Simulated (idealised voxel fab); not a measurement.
A process module follows: voxel gate over fins.
The width of the displayed cross-section, cut, is 285 nm; its cells are square, with a size of 5 nm.
In this document a cross-section is written as a grid of square cells. It is given as a series of bands, listed from the top down, and a band is one or more rows of cells. Band: top height; bottom height; in nm. Then, left to right: material with width in nm, for each material. "full width": a single material spanning edge to edge. "blank": empty space. Heights are reckoned from 0. Under this level, the received wafer is all of one material. The bottommost band is open-ended downward, for example "top 0, no bottom". When a width is written as two numbers, as in "30->40", the first number is the width in the top row of cells of the band and the second is the width in its bottom row, and the width changes by the same amount from each row to the next. It should be understood that the words "changes: none", when stated for a given step, signify that the cross-section underwent no change in any of its cells during that step. The list in "Enclosed cavity list" covers empty spaces of 8 cells or more that cannot reach the top through any open way, and it gives each as width x height at distance; the distance is from the left edge, and width, height and distance are in nm. Where a step's line continues beyond its settings, the continuation is a remark by the simulator itself on that step. "overlay nm" on a masked step: distance the mask lay right of its planned place, negative for left.

Planned step list for the process
1 RECEIVE: material Si
2 CONFORMAL_DEP: material SiN, thk nm 10
3 MASKED_ETCH: tone cover, mask id FINS, width nm 15, pitch nm 60, etch materials SiN, depth nm 10, overlay nm 0
4 MASKED_ETCH: tone cover, mask id FINS, width nm 15, pitch nm 60, etch materials Si, depth nm 35, overlay nm 0
5 OXIDIZE: depth nm 5
6 FILL_DEP: material SiO2, thk nm 10
7 CMP: height nm 10
8 PATTERN: tone open, mask id RAIL, material resist, width nm 15, thk nm 20, overlay nm 0
9 DIRECTIONAL_ETCH: etch materials SiO2, depth nm 40
10 STRIP: etch materials resist
11 CONFORMAL_DEP: material TiN, thk nm 5
12 FILL_DEP: material W, thk nm 10
13 CMP: height nm 10
14 SELECTIVE_ETCH: etch materials W Ru TiN, depth nm 35
15 FILL_DEP: material SiO2, thk nm 5
16 CMP: height nm 10
17 SELECTIVE_ETCH: etch materials SiO2, depth nm 25
18 STRIP: etch materials SiN
19 CONFORMAL_DEP: material HfO2, thk nm 5
20 CONFORMAL_DEP: material TiN, thk nm 5
21 CONFORMAL_DEP: material TiAl, thk nm 5
22 CONFORMAL_DEP: material TiN, thk nm 5
23 FILL_DEP: material W, thk nm 10
24 CMP: height nm 25
25 CONFORMAL_DEP: material SiCN, thk nm 10

Account of the first of two wafers, which was processed as intended

As received (post step 1): cross-section
top 0, no bottom: Si full width
Enclosed cavity list: none

Upon completion of step 2, the wafer appears in cross-section as shown
top 10, bottom 0: SiN full width
Note: structure below 0 unchanged.

Upon completion of step 3, the wafer appears in cross-section as shown
top 10, bottom 0: blank: 105  SiN: 15  blank: 45  SiN: 15  blank: 105
Note: structure below 0 unchanged.

Upon completion of step 4, the wafer appears in cross-section as shown
top 10, bottom 0: blank: 105  SiN: 15  blank: 45  SiN: 15  blank: 105
top 0, bottom -35: blank: 105  Si: 15  blank: 45  Si: 15  blank: 105
Note: structure below -35 unchanged.

Upon completion of step 5, the wafer appears in cross-section as shown
top 10, bottom 0: blank: 105  SiN: 15  blank: 45  SiN: 15  blank: 105
top 0, bottom -35: blank: 105  SiO2: 5  Si: 5  SiO2: 5  blank: 45  SiO2: 5  Si: 5  SiO2: 5  blank: 105
top -35, bottom -40: SiO2: 110  Si: 5  SiO2: 55  Si: 5  SiO2: 110
Note: structure below -40 unchanged.

Upon completion of step 6, the wafer appears in cross-section as shown
top 20, bottom 10: SiO2 full width
top 10, bottom 0: SiO2: 105  SiN: 15  SiO2: 45  SiN: 15  SiO2: 105
top 0, bottom -40: SiO2: 110  Si: 5  SiO2: 55  Si: 5  SiO2: 110
Note: structure below -40 unchanged.

Upon completion of step 7, the wafer appears in cross-section as shown
top 10, bottom 0: SiO2: 105  SiN: 15  SiO2: 45  SiN: 15  SiO2: 105
Note: structure below 0 unchanged.

Upon completion of step 8, the wafer appears in cross-section as shown
top 30, bottom 10: resist: 135  blank: 15  resist: 135
Note: structure below 10 unchanged.

Upon completion of step 9, the wafer appears in cross-section as shown
top 30, bottom 10: resist: 135  blank: 15  resist: 135
top 10, bottom 0: SiO2: 105  SiN: 15  SiO2: 15  blank: 15  SiO2: 15  SiN: 15  SiO2: 105
top 0, bottom -30: SiO2: 110  Si: 5  SiO2: 20  blank: 15  SiO2: 20  Si: 5  SiO2: 110
Note: structure below -30 unchanged.

Upon completion of step 10, the wafer appears in cross-section as shown
top 10, bottom 0: SiO2: 105  SiN: 15  SiO2: 15  blank: 15  SiO2: 15  SiN: 15  SiO2: 105
Note: structure below 0 unchanged.

Upon completion of step 11, the wafer appears in cross-section as shown
top 15, bottom 10: TiN: 140  blank: 5  TiN: 140
top 10, bottom 0: SiO2: 105  SiN: 15  SiO2: 15  TiN: 5  blank: 5  TiN: 5  SiO2: 15  SiN: 15  SiO2: 105
top 0, bottom -25: SiO2: 110  Si: 5  SiO2: 20  TiN: 5  blank: 5  TiN: 5  SiO2: 20  Si: 5  SiO2: 110
top -25, bottom -30: SiO2: 110  Si: 5  SiO2: 20  TiN: 15  SiO2: 20  Si: 5  SiO2: 110
Note: structure below -30 unchanged.

Upon completion of step 12, the wafer appears in cross-section as shown
top 25, bottom 15: W full width
top 15, bottom 10: TiN: 140  W: 5  TiN: 140
top 10, bottom 0: SiO2: 105  SiN: 15  SiO2: 15  TiN: 5  W: 5  TiN: 5  SiO2: 15  SiN: 15  SiO2: 105
top 0, bottom -25: SiO2: 110  Si: 5  SiO2: 20  TiN: 5  W: 5  TiN: 5  SiO2: 20  Si: 5  SiO2: 110
Note: structure below -25 unchanged.

Upon completion of step 13, the wafer appears in cross-section as shown
top 10, bottom 0: SiO2: 105  SiN: 15  SiO2: 15  TiN: 5  W: 5  TiN: 5  SiO2: 15  SiN: 15  SiO2: 105
Note: structure below 0 unchanged.

Upon completion of step 14, the wafer appears in cross-section as shown
top 10, bottom 0: SiO2: 105  SiN: 15  SiO2: 15  blank: 15  SiO2: 15  SiN: 15  SiO2: 105
top 0, bottom -25: SiO2: 110  Si: 5  SiO2: 20  blank: 15  SiO2: 20  Si: 5  SiO2: 110
Note: structure below -25 unchanged.

Upon completion of step 15, the wafer appears in cross-section as shown
top 15, bottom 10: SiO2 full width
top 10, bottom 0: SiO2: 105  SiN: 15  SiO2: 45  SiN: 15  SiO2: 105
top 0, bottom -25: SiO2: 110  Si: 5  SiO2: 55  Si: 5  SiO2: 110
Note: structure below -25 unchanged.

Upon completion of step 16, the wafer appears in cross-section as shown
top 10, bottom 0: SiO2: 105  SiN: 15  SiO2: 45  SiN: 15  SiO2: 105
Note: structure below 0 unchanged.

Upon completion of step 17, the wafer appears in cross-section as shown
top 10, bottom 0: blank: 105  SiN: 15  blank: 45  SiN: 15  blank: 105
top 0, bottom -15: blank: 110  Si: 5  blank: 55  Si: 5  blank: 110
Note: structure below -15 unchanged.

Upon completion of step 18, the wafer appears in cross-section as shown
top 0, bottom -15: blank: 110  Si: 5  blank: 55  Si: 5  blank: 110
Note: structure below -15 unchanged.

Upon completion of step 19, the wafer appears in cross-section as shown
top 5, bottom 0: blank: 105  HfO2: 15  blank: 45  HfO2: 15  blank: 105
top 0, bottom -10: blank: 105  HfO2: 5  Si: 5  HfO2: 5  blank: 45  HfO2: 5  Si: 5  HfO2: 5  blank: 105
top -10, bottom -15: HfO2: 110  Si: 5  HfO2: 55  Si: 5  HfO2: 110
Note: structure below -15 unchanged.

Upon completion of step 20, the wafer appears in cross-section as shown
top 10, bottom 5: blank: 100  TiN: 25  blank: 35  TiN: 25  blank: 100
top 5, bottom 0: blank: 100  TiN: 5  HfO2: 15  TiN: 5  blank: 35  TiN: 5  HfO2: 15  TiN: 5  blank: 100
top 0, bottom -5: blank: 100  TiN: 5  HfO2: 5  Si: 5  HfO2: 5  TiN: 5  blank: 35  TiN: 5  HfO2: 5  Si: 5  HfO2: 5  TiN: 5  blank: 100
top -5, bottom -10: TiN: 105  HfO2: 5  Si: 5  HfO2: 5  TiN: 45  HfO2: 5  Si: 5  HfO2: 5  TiN: 105
Note: structure below -10 unchanged.

Upon completion of step 21, the wafer appears in cross-section as shown
top 15, bottom 10: blank: 95  TiAl: 35  blank: 25  TiAl: 35  blank: 95
top 10, bottom 5: blank: 95  TiAl: 5  TiN: 25  TiAl: 5  blank: 25  TiAl: 5  TiN: 25  TiAl: 5  blank: 95
top 5, bottom 0: blank: 95  TiAl: 5  TiN: 5  HfO2: 15  TiN: 5  TiAl: 5  blank: 25  TiAl: 5  TiN: 5  HfO2: 15  TiN: 5  TiAl: 5  blank: 95
top 0, bottom -5: TiAl: 100  TiN: 5  HfO2: 5  Si: 5  HfO2: 5  TiN: 5  TiAl: 35  TiN: 5  HfO2: 5  Si: 5  HfO2: 5  TiN: 5  TiAl: 100
Note: structure below -5 unchanged.

Upon completion of step 22, the wafer appears in cross-section as shown
top 20, bottom 15: blank: 90  TiN: 45  blank: 15  TiN: 45  blank: 90
top 15, bottom 10: blank: 90  TiN: 5  TiAl: 35  TiN: 5  blank: 15  TiN: 5  TiAl: 35  TiN: 5  blank: 90
top 10, bottom 5: blank: 90  TiN: 5  TiAl: 5  TiN: 25  TiAl: 5  TiN: 5  blank: 15  TiN: 5  TiAl: 5  TiN: 25  TiAl: 5  TiN: 5  blank: 90
top 5, bottom 0: TiN: 95  TiAl: 5  TiN: 5  HfO2: 15  TiN: 5  TiAl: 5  TiN: 25  TiAl: 5  TiN: 5  HfO2: 15  TiN: 5  TiAl: 5  TiN: 95
Note: structure below 0 unchanged.

Upon completion of step 23, the wafer appears in cross-section as shown
top 30, bottom 20: W full width
top 20, bottom 15: W: 90  TiN: 45  W: 15  TiN: 45  W: 90
top 15, bottom 10: W: 90  TiN: 5  TiAl: 35  TiN: 5  W: 15  TiN: 5  TiAl: 35  TiN: 5  W: 90
top 10, bottom 5: W: 90  TiN: 5  TiAl: 5  TiN: 25  TiAl: 5  TiN: 5  W: 15  TiN: 5  TiAl: 5  TiN: 25  TiAl: 5  TiN: 5  W: 90
Note: structure below 5 unchanged.

Upon completion of step 24, the wafer appears in cross-section as shown
top 25, bottom 20: W full width
Note: structure below 20 unchanged.

Upon completion of step 25, the wafer appears in cross-section as shown
top 35, bottom 25: SiCN full width
Note: structure below 25 unchanged.

Wafer two: like wafer one in start and plan, but with one mistake in execution; identical up to and including step 19

Cross-section of the second wafer at the time by which step 20 should have been completed according to the plan
top 10, bottom 5: blank: 100  TiAl: 25  blank: 35  TiAl: 25  blank: 100
top 5, bottom 0: blank: 100  TiAl: 5  HfO2: 15  TiAl: 5  blank: 35  TiAl: 5  HfO2: 15  TiAl: 5  blank: 100
top 0, bottom -5: blank: 100  TiAl: 5  HfO2: 5  Si: 5  HfO2: 5  TiAl: 5  blank: 35  TiAl: 5  HfO2: 5  Si: 5  HfO2: 5  TiAl: 5  blank: 100
top -5, bottom -10: TiAl: 105  HfO2: 5  Si: 5  HfO2: 5  TiAl: 45  HfO2: 5  Si: 5  HfO2: 5  TiAl: 105
Note: structure below -10 unchanged.

Cross-section of the second wafer at the time by which step 21 should have been completed according to the plan
top 15, bottom 10: blank: 95  TiN: 35  blank: 25  TiN: 35  blank: 95
top 10, bottom 5: blank: 95  TiN: 5  TiAl: 25  TiN: 5  blank: 25  TiN: 5  TiAl: 25  TiN: 5  blank: 95
top 5, bottom 0: blank: 95  TiN: 5  TiAl: 5  HfO2: 15  TiAl: 5  TiN: 5  blank: 25  TiN: 5  TiAl: 5  HfO2: 15  TiAl: 5  TiN: 5  blank: 95
top 0, bottom -5: TiN: 100  TiAl: 5  HfO2: 5  Si: 5  HfO2: 5  TiAl: 5  TiN: 35  TiAl: 5  HfO2: 5  Si: 5  HfO2: 5  TiAl: 5  TiN: 100
Note: structure below -5 unchanged.

Cross-section of the second wafer at the time by which step 22 should have been completed according to the plan
top 20, bottom 10: blank: 90  TiN: 45  blank: 15  TiN: 45  blank: 90
top 10, bottom 5: blank: 90  TiN: 10  TiAl: 25  TiN: 10  blank: 15  TiN: 10  TiAl: 25  TiN: 10  blank: 90
top 5, bottom 0: TiN: 100  TiAl: 5  HfO2: 15  TiAl: 5  TiN: 35  TiAl: 5  HfO2: 15  TiAl: 5  TiN: 100
Note: structure below 0 unchanged.

Cross-section of the second wafer at the time by which step 23 should have been completed according to the plan
top 30, bottom 20: W full width
top 20, bottom 10: W: 90  TiN: 45  W: 15  TiN: 45  W: 90
top 10, bottom 5: W: 90  TiN: 10  TiAl: 25  TiN: 10  W: 15  TiN: 10  TiAl: 25  TiN: 10  W: 90
Note: structure below 5 unchanged.

Cross-section of the second wafer at the time by which step 24 should have been completed according to the plan
top 25, bottom 20: W full width
Note: structure below 20 unchanged.

Cross-section of the second wafer at the time by which step 25 should have been completed according to the plan
top 35, bottom 25: SiCN full width
Note: structure below 25 unchanged.
The mistake made against the process plan was this: steps 20 and 21 run out of order (swapped)
Final wafers compared: equal cell tally per material, rearranged layout.
